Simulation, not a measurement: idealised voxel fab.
You're looking at the process module voxel spacer lines.
It is cross-section cut that appears here, measuring 175 nm in width, its square cells being 5 nm in size.
If you're reading a cross-section in this doc, picture square cells in a grid; it comes to you as bands, top ones listed first down to the bottom, and a band can be one or more rows of cells.
For a band, the entry starts with two heights in nm, that of the top and then that of the bottom, and carries on with the band's materials in order from left to right, each alongside its width in nm; the word "full width" beside a single material means it fills the band edge to edge, and "empty" means empty space.
We count height from 0. Below that, the starting wafer is all one material. The lowest band never ends at the bottom but goes on down; see "0 and below" for how that is written.
Width: "30 to 40" (first number = top row, second number = bottom row, same change from row to row of cells).
Where the words "no alteration" appear for a step, the cross-section shows no cell changed by that step; every cell remained as before.
Under "Completely sealed voids" you'll find the enclosed gaps, the ones with no way out to the top, that are 8 cells or bigger; each reads width x height at distance, with distance counted from the left edge, everything in nm.
Post-settings text on a step line: simulator's own remark regarding the step.
The "overlay nm" setting may appear on a step's line; for a step that uses a mask, it gives how far to the right of its planned position the mask lay, and a negative value indicates the left.

THE FOLLOWING LIST GIVES THE PLANNED PROCESS STEPS
| 1 | RECEIVE (material Si) |
| 2 | CONFORMAL_DEP (material Al2O3; thk nm 5) |
| 3 | DIRECTIONAL_DEP (material SiN; thk nm 15) |
| 4 | DIRECTIONAL_DEP (material aC; thk nm 25) |
| 5 | PATTERN (tone cover; mask id MANDREL; material resist; width nm 15; pitch nm 50; thk nm 30; overlay nm 0) |
| 6 | DIRECTIONAL_ETCH (etch materials aC; depth nm 25) |
| 7 | STRIP (etch materials resist) |
| 8 | CONFORMAL_DEP (material SiO2; thk nm 10) |
| 9 | DIRECTIONAL_ETCH (etch materials SiO2; depth nm 10) |
| 10 | STRIP (etch materials aC) |
| 11 | DIRECTIONAL_ETCH (etch materials SiN; depth nm 15) |
| 12 | STRIP (etch materials SiO2) |

AS RECEIVED, AFTER STEP 1
  0 and below  Si full width
  Completely sealed voids: none

MODULE COMPLETE - CROSS-SECTION OF THE FIRST OF TWO WAFERS, RUN ACCORDING TO PLAN
  20 down to 5  empty (20), then SiN (10), then empty (15), then SiN (10), then empty (15), then SiN (10), then empty (15), then SiN (10), then empty (15), then SiN (10), then empty (15), then SiN (10), then empty (20)
  5 down to 0  Al2O3 full width
  0 and below  Si full width
  Completely sealed voids: none

THIS IS THE SECOND OF THE TWO WAFERS, CROSS-SECTIONED AT THE END OF THE MODULE; IT STARTED EXACTLY LIKE THE FIRST AND WAS GIVEN THE SAME PLAN, BUT IT WAS RUN WITH ONE MISTAKE
  20 down to 5  empty (30), then SiN (15), then empty (35), then SiN (15), then empty (35), then SiN (15), then empty (30)
  5 down to 0  Al2O3 full width
  0 and below  Si full width
  Completely sealed voids: none
Processing error: in deviation from the planned setting, step 5 was conducted as PATTERN (tone open; mask id MANDREL; material resist; width nm 15; pitch nm 50; thk nm 30; overlay nm 0)
Final wafer comparison in cells, second versus first, more or fewer per material: 9 fewer of SiN
